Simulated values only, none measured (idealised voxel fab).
Title: Process Module voxel ribs on slabs
300 nm wide, 5 nm square cells: that's cross-section cut.
Cross-section = grid of square cells, listed top down in bands; band = one or more rows. Each band's line starts with the height of the band's top and of its bottom, in nm. Then come its materials from left to right, each with its width in nm. One material with "full width" fills the band from edge to edge. "blank" is empty space. For the purposes of this specification, 0 denotes the height below which the wafer in its as-received condition is composed wholly of one material, and the lowermost band, lacking a lower limit, extends downward without end, as expressed in "0 nm and below". The width entry "30 to 40" should be interpreted row by row: the top row of cells in the band takes the first number, the bottom row takes the second number, and the change between adjacent rows is uniform throughout. "remained unchanged" -> step changed no cross-section cell. For the entry "closed voids", the listed items are empty spaces with no open way to the top whose size is 8 cells or more; each item follows the pattern width x height at distance, where distance is from the left edge and all three are in nm. Anything after a step's settings on that line? It's the simulator's own note about the step. A step's line can hold "overlay nm"; with a mask on that step, the setting says how far right of the planned place the mask lay, while a negative setting says it lay to the left.
## Steps planned for the process
1) RECEIVE with material Si
2) DIRECTIONAL_DEP with material SiO2, thk nm 20
3) DIRECTIONAL_DEP with material SiN, thk nm 25
4) DIRECTIONAL_DEP with material aC, thk nm 15
5) PATTERN with tone cover, mask id RIB, material resist, width nm 15, thk nm 30, overlay nm 0
6) DIRECTIONAL_ETCH with etch materials aC, depth nm 15
7) STRIP with etch materials resist
8) DIRECTIONAL_ETCH with etch materials SiN, depth nm 10
9) STRIP with etch materials aC
10) DIRECTIONAL_DEP with material aC, thk nm 10
11) PATTERN with tone cover, mask id SLAB, material resist, width nm 55, thk nm 30, overlay nm 0
12) DIRECTIONAL_ETCH with etch materials aC, depth nm 10
13) STRIP with etch materials resist
14) DIRECTIONAL_ETCH with etch materials SiN, depth nm 15
15) STRIP with etch materials aC
16) FILL_DEP with material SiO2, thk nm 20
17) CMP with height nm 55
18) DIRECTIONAL_DEP with material W, thk nm 5
19) DIRECTIONAL_DEP with material aC, thk nm 10
20) PATTERN with tone cover, mask id HEATER, material resist, width nm 25, thk nm 30, overlay nm 0
21) DIRECTIONAL_ETCH with etch materials aC, depth nm 10
22) STRIP with etch materials resist
23) DIRECTIONAL_ETCH with etch materials W, depth nm 5
24) STRIP with etch materials aC
25) CONFORMAL_DEP with material SiO2, thk nm 10
## Shown in cross-section is the wafer as received, that is, as it stands after step 1
> 0 nm and below | Si full width
> closed voids: none
## As-planned run: cross-section of the first of two wafers at end of module
> 70 nm to 65 nm | 125 blank  45 SiO2  130 blank
> 65 nm to 60 nm | SiO2 full width
> 60 nm to 55 nm | 135 SiO2  25 W  140 SiO2
> 55 nm to 45 nm | SiO2 full width
> 45 nm to 35 nm | 140 SiO2  15 SiN  145 SiO2
> 35 nm to 20 nm | 120 SiO2  55 SiN  125 SiO2
> 20 nm to 0 nm | SiO2 full width
> 0 nm and below | Si full width
> closed voids: none
## second wafer at the end: like start, like plan, one mistake
> 70 nm to 65 nm | 125 blank  45 SiO2  130 blank
> 65 nm to 60 nm | SiO2 full width
> 60 nm to 55 nm | 135 SiO2  25 W  140 SiO2
> 55 nm to 45 nm | SiO2 full width
> 45 nm to 35 nm | 140 SiO2  15 SiN  145 SiO2
> 35 nm to 20 nm | 110 SiO2  55 SiN  135 SiO2
> 20 nm to 0 nm | SiO2 full width
> 0 nm and below | Si full width
> closed voids: none
The mistake made against the process plan was this: step 11 was not run as planned; what actually ran was PATTERN with tone cover, mask id SLAB, material resist, width nm 55, thk nm 30, overlay nm -10
The concluding comparison shows that, measured in cells, each material is equally abundant on both wafers, albeit at different positions.
